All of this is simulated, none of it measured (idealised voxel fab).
voxel capacitor over wiring: a process module
The cross-section on display is named cut; it measures 235 nm wide, and its cells are 5 nm squares.
Each cross-section below is a grid of square cells, stated as bands in top-down order, with one or more rows of cells making up each band. Top, bottom (nm), then materials left to right with widths (nm); lone material tagged "full width" fills the whole band edge to edge; "empty" = empty space. We count height from 0. Below that, the starting wafer is all one material. The lowest band never ends at the bottom but goes on down; see "z 0 and below" for how that is written. The two numbers in a width such as "30 to 40" mark its ends across the band: the first belongs to the top row of cells, the second to the bottom row, and from each row to the next the width moves by the same amount. Given "no alterations made" for a step, no cell of the cross-section differs between before and after that step. Look at "Sealed voids" for the closed voids: empty spaces with no open path to the top, sized 8 cells or up. Each is width x height at distance, distance from the left edge, all nm. Text after the settings on a step's line: the simulator's own remark on that step. The optional step-line setting "overlay nm" applies to steps with a mask and quantifies how far to the right of its planned location the mask lay, a negative value indicating leftward placement.
# Process steps foreseen in the plan
1 RECEIVE: material Si
2 CONFORMAL_DEP: material SiO2, thk nm 10
3 CONFORMAL_DEP: material SiCN, thk nm 5
4 DIRECTIONAL_DEP: material SiO2, thk nm 15
5 DIRECTIONAL_DEP: material aC, thk nm 15
6 PATTERN: tone open, mask id METAL_1, material resist, width nm 20, pitch nm 80, thk nm 35, overlay nm 0
7 DIRECTIONAL_ETCH: etch materials aC, depth nm 15
8 STRIP: etch materials resist
9 DIRECTIONAL_ETCH: etch materials SiO2, depth nm 15
10 DIRECTIONAL_ETCH: etch materials SiCN, depth nm 5
11 STRIP: etch materials aC
12 CONFORMAL_DEP: material TiN, thk nm 5
13 FILL_DEP: material Cu, thk nm 5
14 CMP: height nm 30
15 CONFORMAL_DEP: material SiCN, thk nm 5
16 DIRECTIONAL_DEP: material SiO2, thk nm 15
17 PATTERN: tone open, mask id PLUG_1, material resist, width nm 15, thk nm 15, overlay nm 0
18 DIRECTIONAL_ETCH: etch materials SiO2, depth nm 15
19 DIRECTIONAL_ETCH: etch materials SiCN, depth nm 5
20 STRIP: etch materials resist
21 CONFORMAL_DEP: material TiN, thk nm 5
22 FILL_DEP: material W, thk nm 10
23 CMP: height nm 50
24 DIRECTIONAL_DEP: material TiN, thk nm 10
25 DIRECTIONAL_DEP: material HfO2, thk nm 5
26 DIRECTIONAL_DEP: material TiN, thk nm 5
27 PATTERN: tone cover, mask id UPPER_PLATE, material resist, width nm 65, thk nm 20, overlay nm 0
28 DIRECTIONAL_ETCH: etch materials TiN, depth nm 5
29 DIRECTIONAL_ETCH: etch materials HfO2, depth nm 5
30 STRIP: etch materials resist
31 PATTERN: tone cover, mask id LOWER_PLATE, material resist, width nm 75, thk nm 20, overlay nm 0
32 DIRECTIONAL_ETCH: etch materials TiN, depth nm 10
33 STRIP: etch materials resist
34 FILL_DEP: material SiO2, thk nm 20
35 CMP: height nm 85
36 PATTERN: tone open, mask id PLUG_2, material resist, width nm 15, thk nm 15, overlay nm 0
37 DIRECTIONAL_ETCH: etch materials SiO2, depth nm 15
38 STRIP: etch materials resist
39 CONFORMAL_DEP: material TiN, thk nm 5
40 FILL_DEP: material W, thk nm 10
41 CMP: height nm 85
42 CONFORMAL_DEP: material SiN, thk nm 5
# Wafer cross-section on receipt, i.e. after step 1
  z 0 and below: Si full width
  Sealed voids: none
# The following cross-section depicts the wafer upon conclusion of the module. Processing commenced from the starting condition illustrated above and adhered to the plan illustrated above, save for one mistake in execution
  z 90 to 85: SiN full width
  z 85 to 80: 80 nm SiO2  5 nm TiN  5 nm W  5 nm TiN  140 nm SiO2
  z 80 to 70: 80 to 70 nm SiO2  15 to 65 nm TiN  140 to 100 nm SiO2
  z 70 to 65: 70 nm SiO2  65 nm HfO2  100 nm SiO2
  z 65 to 55: 65 nm SiO2  75 nm TiN  95 nm SiO2
  z 55 to 50: TiN full width
  z 50 to 35: 70 nm SiO2  5 nm TiN  5 nm W  5 nm TiN  150 nm SiO2
  z 35 to 30: 70 nm SiCN  15 nm TiN  150 nm SiCN
  z 30 to 15: 65 nm SiO2  5 nm TiN  10 nm Cu  5 nm TiN  60 nm SiO2  5 nm TiN  10 nm Cu  5 nm TiN  70 nm SiO2
  z 15 to 10: 65 nm SiCN  20 nm TiN  60 nm SiCN  20 nm TiN  70 nm SiCN
  z 10 to 0: SiO2 full width
  z 0 and below: Si full width
  Sealed voids: none
Deviation noted in wafer processing: off-plan run, step 24, actual operation and settings DIRECTIONAL_DEP: material TiN, thk nm 15
